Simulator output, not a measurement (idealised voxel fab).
A process module follows: voxel local oxidation.
The width of the displayed cross-section, cut, is 300 nm; its cells are square, with a size of 5 nm.
Think of the cross-section as a grid of square cells. We describe it in bands, top to bottom, and each band covers one or more rows of those cells. Top, bottom (nm), then materials left to right with widths (nm); lone material tagged "all across" fills the whole band edge to edge; "empty" = empty space. Heights are expressed relative to 0, this being the level below which the as-received wafer comprises one material exclusively. The lowest band is unbounded in the downward direction and is denoted as in "from 0 down". So if you see something like "30 to 40" for the width, read it as the top row of the band sitting at the first number and the bottom row at the second, with every row in between moving by the same amount as the last. "remained the same" for a step: no cell of the cross-section changed in that step. This entry, "Unvented voids", enumerates those empty regions of no fewer than 8 cells that possess no open connection to the top. Each region is reported in the form width x height at distance, the distance being taken from the left edge, with all three quantities expressed in nm. Step line, after settings: the simulator's comment on this step. Steps that use a mask can have "overlay nm" on their line. It says how far the mask sat to the right of where it was meant to be. Negative means to the left.

-- Process steps foreseen in the plan
step 1: RECEIVE (material Si)
step 2: CONFORMAL_DEP (material SiO2; thk nm 5)
step 3: CONFORMAL_DEP (material SiN; thk nm 15)
step 4: PATTERN (tone cover; mask id ACTIVE; material resist; width nm 105; thk nm 20; overlay nm 0)
step 5: DIRECTIONAL_ETCH (etch materials SiN; depth nm 15)
step 6: STRIP (etch materials resist)
step 7: SELECTIVE_ETCH (etch materials SiO2; depth nm 5)
step 8: OXIDIZE (depth nm 10)
step 9: STRIP (etch materials SiN)

-- First out of two wafers; run went to plan

-- as received, after step 1
> from 0 down = Si all across
> Unvented voids: none

-- State of the wafer after step 2, shown in cross-section
> from 5 to 0 = SiO2 all across
> Below 0 it's all the same as before, nothing changed down there.

-- State of the wafer after step 3, shown in cross-section
> from 20 to 5 = SiN all across
> Below 5 it's all the same as before, nothing changed down there.

-- State of the wafer after step 4, shown in cross-section
> from 40 to 20 = empty 95 nm  resist 105 nm  empty 100 nm
> Below 20 it's all the same as before, nothing changed down there.

-- State of the wafer after step 5, shown in cross-section
> from 40 to 20 = empty 95 nm  resist 105 nm  empty 100 nm
> from 20 to 5 = empty 95 nm  SiN 105 nm  empty 100 nm
> Below 5 it's all the same as before, nothing changed down there.

-- State of the wafer after step 6, shown in cross-section
> from 20 to 5 = empty 95 nm  SiN 105 nm  empty 100 nm
> Below 5 it's all the same as before, nothing changed down there.

-- State of the wafer after step 7, shown in cross-section
> from 20 to 5 = empty 95 nm  SiN 105 nm  empty 100 nm
> from 5 to 0 = empty 100 nm  SiO2 95 nm  empty 105 nm
> Below 0 it's all the same as before, nothing changed down there.

-- State of the wafer after step 8, shown in cross-section
> from 20 to 5 = empty 95 nm  SiN 105 nm  empty 100 nm
> from 5 to 0 = empty 100 nm  SiO2 95 nm  empty 105 nm
> from 0 to -10 = SiO2 110 nm  Si 75 nm  SiO2 115 nm
> Below -10 it's all the same as before, nothing changed down there.

-- State of the wafer after step 9, shown in cross-section
> from 5 to 0 = empty 100 nm  SiO2 95 nm  empty 105 nm
> Below 0 it's all the same as before, nothing changed down there.

-- The second wafer began exactly as the first did and followed the same plan, but one mistake was made while running it; through step 7 inclusive, the two wafers are identical

-- Cross-section of the second wafer when, according to plan, step 8 should have finished
> from 20 to 5 = empty 95 nm  SiN 105 nm  empty 100 nm
> from 5 to 0 = empty 100 nm  SiO2 95 nm  empty 105 nm
> from 0 to -15 = SiO2 115 nm  Si 65 nm  SiO2 120 nm
> Below -15 it's all the same as before, nothing changed down there.

-- Cross-section of the second wafer when, according to plan, step 9 should have finished
> from 5 to 0 = empty 100 nm  SiO2 95 nm  empty 105 nm
> Below 0 it's all the same as before, nothing changed down there.
Deviation noted in wafer processing: step 8 went in with a setting other than planned; the actual run was OXIDIZE (depth nm 15)
Final cells, second wafer relative to first, materials higher or lower: -51 Si | +51 SiO2
